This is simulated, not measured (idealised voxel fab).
The following is a process module called voxel tone inversion.
230 nm wide, 5 nm square cells: that's cross-section cut.
Think of the cross-section as a grid of square cells. We describe it in bands, top to bottom, and each band covers one or more rows of those cells.
It is stipulated that each band's entry specify, in nanometres, the height of the top of the band and then that of its bottom, followed by the materials of the band in left-to-right sequence, each together with its width in nanometres. A single material marked by the word "full width" is understood to fill the band from edge to edge; the word "empty" is understood to denote empty space.
Height datum 0, below which the as-received substrate wafer is one material. Lowest band open at the bottom, running downward: "0 down".
Width "30 to 40": first value at the band's top row of cells, second value at its bottom row, equal change from row to row.
It should be understood that the words "no change", when stated for a given step, signify that the cross-section underwent no change in any of its cells during that step.
"Sealed void listing" contains a list of empty spaces, each no smaller than 8 cells and without an open way to the top, written in the form width x height at distance with the distance from the left edge and all three in nm.
Where a step's line continues beyond its settings, the continuation is a remark by the simulator itself on that step.
"overlay nm" on a masked step: distance the mask lay right of its planned place, negative for left.

STEPS PLANNED FOR THE PROCESS
1 RECEIVE with material Si
2 CONFORMAL_DEP with material SiCN, thk nm 10
3 DIRECTIONAL_DEP with material aC, thk nm 25
4 PATTERN with tone cover, mask id POSTS, material resist, width nm 20, pitch nm 35, thk nm 30, overlay nm 0
5 DIRECTIONAL_ETCH with etch materials aC, depth nm 25
6 STRIP with etch materials resist
7 FILL_DEP with material SiO2, thk nm 10
8 CMP with height nm 35
9 STRIP with etch materials aC

FIRST OF TWO WAFERS, PROCESSED ACCORDING TO PLAN

AS RECEIVED, AFTER STEP 1
	0 down: Si full width
	Sealed void listing: none

CROSS-SECTION OF THE WAFER AFTER STEP 2
	10 to 0: SiCN full width
	Under the height 0 nothing was changed.

CROSS-SECTION OF THE WAFER AFTER STEP 3
	35 to 10: aC full width
	Under the height 10 nothing was changed.

CROSS-SECTION OF THE WAFER AFTER STEP 4
	65 to 35: empty (70) | resist (20) | empty (15) | resist (20) | empty (15) | resist (20) | empty (70)
	Under the height 35 nothing was changed.

CROSS-SECTION OF THE WAFER AFTER STEP 5
	40 to 35: empty (70) | resist (20) | empty (15) | resist (20) | empty (15) | resist (20) | empty (70)
	35 to 10: empty (70) | aC (20) | empty (15) | aC (20) | empty (15) | aC (20) | empty (70)
	Under the height 10 nothing was changed.

CROSS-SECTION OF THE WAFER AFTER STEP 6
	35 to 10: empty (70) | aC (20) | empty (15) | aC (20) | empty (15) | aC (20) | empty (70)
	Under the height 10 nothing was changed.

CROSS-SECTION OF THE WAFER AFTER STEP 7
	45 to 35: SiO2 full width
	35 to 10: SiO2 (70) | aC (20) | SiO2 (15) | aC (20) | SiO2 (15) | aC (20) | SiO2 (70)
	Under the height 10 nothing was changed.

CROSS-SECTION OF THE WAFER AFTER STEP 8
	35 to 10: SiO2 (70) | aC (20) | SiO2 (15) | aC (20) | SiO2 (15) | aC (20) | SiO2 (70)
	Under the height 10 nothing was changed.

CROSS-SECTION OF THE WAFER AFTER STEP 9
	35 to 10: SiO2 (70) | empty (20) | SiO2 (15) | empty (20) | SiO2 (15) | empty (20) | SiO2 (70)
	Under the height 10 nothing was changed.

WAFER TWO. SAME START, SAME PLAN, ONE SLIP IN EXECUTION. SAME AS WAFER ONE THROUGH STEP 3, INCLUSIVE

SECOND WAFER AT THE PLANNED FINISH OF STEP 4, SEEN IN CROSS-SECTION
	65 to 35: empty (65) | resist (20) | empty (15) | resist (20) | empty (15) | resist (20) | empty (75)
	Under the height 35 nothing was changed.

SECOND WAFER AT THE PLANNED FINISH OF STEP 5, SEEN IN CROSS-SECTION
	40 to 35: empty (65) | resist (20) | empty (15) | resist (20) | empty (15) | resist (20) | empty (75)
	35 to 10: empty (65) | aC (20) | empty (15) | aC (20) | empty (15) | aC (20) | empty (75)
	Under the height 10 nothing was changed.

SECOND WAFER AT THE PLANNED FINISH OF STEP 6, SEEN IN CROSS-SECTION
	35 to 10: empty (65) | aC (20) | empty (15) | aC (20) | empty (15) | aC (20) | empty (75)
	Under the height 10 nothing was changed.

SECOND WAFER AT THE PLANNED FINISH OF STEP 7, SEEN IN CROSS-SECTION
	45 to 35: SiO2 full width
	35 to 10: SiO2 (65) | aC (20) | SiO2 (15) | aC (20) | SiO2 (15) | aC (20) | SiO2 (75)
	Under the height 10 nothing was changed.

SECOND WAFER AT THE PLANNED FINISH OF STEP 8, SEEN IN CROSS-SECTION
	35 to 10: SiO2 (65) | aC (20) | SiO2 (15) | aC (20) | SiO2 (15) | aC (20) | SiO2 (75)
	Under the height 10 nothing was changed.

SECOND WAFER AT THE PLANNED FINISH OF STEP 9, SEEN IN CROSS-SECTION
	35 to 10: SiO2 (65) | empty (20) | SiO2 (15) | empty (20) | SiO2 (15) | empty (20) | SiO2 (75)
	Under the height 10 nothing was changed.
Run error: step 4 was processed under conditions differing from the plan, specifically as PATTERN with tone cover, mask id POSTS, material resist, width nm 20, pitch nm 35, thk nm 30, overlay nm -5
Both wafers, final: cells per material equal; arrangement not.
